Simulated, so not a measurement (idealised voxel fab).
process module | voxel trench capacitor
cross-section cut | 255 nm wide | cells 5 nm
A cross-section is a grid of square cells, given in bands from the top down. A band is one or more rows of cells.
Each band's line starts with the height of the band's top and of its bottom, in nm. Then come its materials from left to right, each with its width in nm. One material with "throughout" fills the band from edge to edge. "air" is empty space.
Height 0 is the level under which the wafer as received is all one material. The lowest band goes on downwards, as in "0 down".
A width such as "30 to 40" changes by the same amount from each row of cells to the next, from the band's top row to its bottom row.
"no change" after a step means that no cell of the cross-section changed.
closed voids: empty space of 8 cells or more with no open way to the top, each as width x height at its distance from the left edge, in nm
after a step's settings: what the simulator itself notes on the step
overlay nm, on a step with a mask: how far to the right of its planned place the mask lay; to the left if negative
plan
1 op RECEIVE | material Si
2 op CONFORMAL_DEP | material SiN | thk nm 10
3 op MASKED_ETCH | tone open | mask id TRENCH | width nm 25 | pitch nm 45 | etch materials SiN | depth nm 10 | overlay nm 0
4 op MASKED_ETCH | tone open | mask id TRENCH | width nm 25 | pitch nm 45 | etch materials Si | depth nm 25 | overlay nm 0
5 op CONFORMAL_DEP | material Al2O3 | thk nm 5
6 op CONFORMAL_DEP | material TiN | thk nm 5
7 op FILL_DEP | material W | thk nm 5
8 op CMP | height nm 10
first wafer, as planned
as received, after step 1
  0 down: Si throughout
  closed voids: none
after step 2
  10 to 0: SiN throughout
  below 0: unchanged
after step 3
  10 to 0: SiN 45 | air 25 | SiN 20 | air 25 | SiN 20 | air 25 | SiN 20 | air 25 | SiN 50
  below 0: unchanged
after step 4
  10 to 0: SiN 45 | air 25 | SiN 20 | air 25 | SiN 20 | air 25 | SiN 20 | air 25 | SiN 50
  0 to -25: Si 45 | air 25 | Si 20 | air 25 | Si 20 | air 25 | Si 20 | air 25 | Si 50
  below -25: unchanged
after step 5
  15 to 10: Al2O3 50 | air 15 | Al2O3 30 | air 15 | Al2O3 30 | air 15 | Al2O3 30 | air 15 | Al2O3 55
  10 to 0: SiN 45 | Al2O3 5 | air 15 | Al2O3 5 | SiN 20 | Al2O3 5 | air 15 | Al2O3 5 | SiN 20 | Al2O3 5 | air 15 | Al2O3 5 | SiN 20 | Al2O3 5 | air 15 | Al2O3 5 | SiN 50
  0 to -20: Si 45 | Al2O3 5 | air 15 | Al2O3 5 | Si 20 | Al2O3 5 | air 15 | Al2O3 5 | Si 20 | Al2O3 5 | air 15 | Al2O3 5 | Si 20 | Al2O3 5 | air 15 | Al2O3 5 | Si 50
  -20 to -25: Si 45 | Al2O3 25 | Si 20 | Al2O3 25 | Si 20 | Al2O3 25 | Si 20 | Al2O3 25 | Si 50
  below -25: unchanged
after step 6
  20 to 15: TiN 55 | air 5 | TiN 40 | air 5 | TiN 40 | air 5 | TiN 40 | air 5 | TiN 60
  15 to 10: Al2O3 50 | TiN 5 | air 5 | TiN 5 | Al2O3 30 | TiN 5 | air 5 | TiN 5 | Al2O3 30 | TiN 5 | air 5 | TiN 5 | Al2O3 30 | TiN 5 | air 5 | TiN 5 | Al2O3 55
  10 to 0: SiN 45 | Al2O3 5 | TiN 5 | air 5 | TiN 5 | Al2O3 5 | SiN 20 | Al2O3 5 | TiN 5 | air 5 | TiN 5 | Al2O3 5 | SiN 20 | Al2O3 5 | TiN 5 | air 5 | TiN 5 | Al2O3 5 | SiN 20 | Al2O3 5 | TiN 5 | air 5 | TiN 5 | Al2O3 5 | SiN 50
  0 to -15: Si 45 | Al2O3 5 | TiN 5 | air 5 | TiN 5 | Al2O3 5 | Si 20 | Al2O3 5 | TiN 5 | air 5 | TiN 5 | Al2O3 5 | Si 20 | Al2O3 5 | TiN 5 | air 5 | TiN 5 | Al2O3 5 | Si 20 | Al2O3 5 | TiN 5 | air 5 | TiN 5 | Al2O3 5 | Si 50
  -15 to -20: Si 45 | Al2O3 5 | TiN 15 | Al2O3 5 | Si 20 | Al2O3 5 | TiN 15 | Al2O3 5 | Si 20 | Al2O3 5 | TiN 15 | Al2O3 5 | Si 20 | Al2O3 5 | TiN 15 | Al2O3 5 | Si 50
  below -20: unchanged
after step 7
  25 to 20: W throughout
  20 to 15: TiN 55 | W 5 | TiN 40 | W 5 | TiN 40 | W 5 | TiN 40 | W 5 | TiN 60
  15 to 10: Al2O3 50 | TiN 5 | W 5 | TiN 5 | Al2O3 30 | TiN 5 | W 5 | TiN 5 | Al2O3 30 | TiN 5 | W 5 | TiN 5 | Al2O3 30 | TiN 5 | W 5 | TiN 5 | Al2O3 55
  10 to 0: SiN 45 | Al2O3 5 | TiN 5 | W 5 | TiN 5 | Al2O3 5 | SiN 20 | Al2O3 5 | TiN 5 | W 5 | TiN 5 | Al2O3 5 | SiN 20 | Al2O3 5 | TiN 5 | W 5 | TiN 5 | Al2O3 5 | SiN 20 | Al2O3 5 | TiN 5 | W 5 | TiN 5 | Al2O3 5 | SiN 50
  0 to -15: Si 45 | Al2O3 5 | TiN 5 | W 5 | TiN 5 | Al2O3 5 | Si 20 | Al2O3 5 | TiN 5 | W 5 | TiN 5 | Al2O3 5 | Si 20 | Al2O3 5 | TiN 5 | W 5 | TiN 5 | Al2O3 5 | Si 20 | Al2O3 5 | TiN 5 | W 5 | TiN 5 | Al2O3 5 | Si 50
  below -15: unchanged
after step 8
  10 to 0: SiN 45 | Al2O3 5 | TiN 5 | W 5 | TiN 5 | Al2O3 5 | SiN 20 | Al2O3 5 | TiN 5 | W 5 | TiN 5 | Al2O3 5 | SiN 20 | Al2O3 5 | TiN 5 | W 5 | TiN 5 | Al2O3 5 | SiN 20 | Al2O3 5 | TiN 5 | W 5 | TiN 5 | Al2O3 5 | SiN 50
  below 0: unchanged
second wafer: like start, like plan, one mistake. Through step 3 it matches the first wafer
when step 4 should have ended
  10 to 0: SiN 45 | air 25 | SiN 20 | air 25 | SiN 20 | air 25 | SiN 20 | air 25 | SiN 50
  0 to -25: Si 45 | air 15 | Si 30 | air 15 | Si 30 | air 15 | Si 30 | air 15 | Si 60
  below -25: unchanged
when step 5 should have ended
  15 to 10: Al2O3 50 | air 15 | Al2O3 30 | air 15 | Al2O3 30 | air 15 | Al2O3 30 | air 15 | Al2O3 55
  10 to 0: SiN 45 | Al2O3 5 | air 15 to 5 | Al2O3 5 to 15 | SiN 20 | Al2O3 5 | air 15 to 5 | Al2O3 5 to 15 | SiN 20 | Al2O3 5 | air 15 to 5 | Al2O3 5 to 15 | SiN 20 | Al2O3 5 | air 15 to 5 | Al2O3 5 to 15 | SiN 50
  0 to -20: Si 45 | Al2O3 5 | air 5 | Al2O3 5 | Si 30 | Al2O3 5 | air 5 | Al2O3 5 | Si 30 | Al2O3 5 | air 5 | Al2O3 5 | Si 30 | Al2O3 5 | air 5 | Al2O3 5 | Si 60
  -20 to -25: Si 45 | Al2O3 15 | Si 30 | Al2O3 15 | Si 30 | Al2O3 15 | Si 30 | Al2O3 15 | Si 60
  below -25: unchanged
when step 6 should have ended
  20 to 15: TiN 55 | air 5 | TiN 40 | air 5 | TiN 40 | air 5 | TiN 40 | air 5 | TiN 60
  15 to 10: Al2O3 50 | TiN 5 | air 5 | TiN 5 | Al2O3 30 | TiN 5 | air 5 | TiN 5 | Al2O3 30 | TiN 5 | air 5 | TiN 5 | Al2O3 30 | TiN 5 | air 5 | TiN 5 | Al2O3 55
  10 to 0: SiN 45 | Al2O3 5 | TiN 15 to 5 | Al2O3 5 to 15 | SiN 20 | Al2O3 5 | TiN 15 to 5 | Al2O3 5 to 15 | SiN 20 | Al2O3 5 | TiN 15 to 5 | Al2O3 5 to 15 | SiN 20 | Al2O3 5 | TiN 15 to 5 | Al2O3 5 to 15 | SiN 50
  0 to -20: Si 45 | Al2O3 5 | TiN 5 | Al2O3 5 | Si 30 | Al2O3 5 | TiN 5 | Al2O3 5 | Si 30 | Al2O3 5 | TiN 5 | Al2O3 5 | Si 30 | Al2O3 5 | TiN 5 | Al2O3 5 | Si 60
  below -20: unchanged
when step 7 should have ended
  25 to 20: W throughout
  20 to 15: TiN 55 | W 5 | TiN 40 | W 5 | TiN 40 | W 5 | TiN 40 | W 5 | TiN 60
  15 to 10: Al2O3 50 | TiN 5 | W 5 | TiN 5 | Al2O3 30 | TiN 5 | W 5 | TiN 5 | Al2O3 30 | TiN 5 | W 5 | TiN 5 | Al2O3 30 | TiN 5 | W 5 | TiN 5 | Al2O3 55
  below 10: unchanged
when step 8 should have ended
  10 to 0: SiN 45 | Al2O3 5 | TiN 15 to 5 | Al2O3 5 to 15 | SiN 20 | Al2O3 5 | TiN 15 to 5 | Al2O3 5 to 15 | SiN 20 | Al2O3 5 | TiN 15 to 5 | Al2O3 5 to 15 | SiN 20 | Al2O3 5 | TiN 15 to 5 | Al2O3 5 to 15 | SiN 50
  below 0: unchanged
what went wrong: step 4 ran as: op MASKED_ETCH | tone open | mask id TRENCH | width nm 25 | pitch nm 45 | etch materials Si | depth nm 25 | overlay nm -10
at the end the second wafer has, in cells: 40 more of Si | 20 fewer of TiN | 20 fewer of W
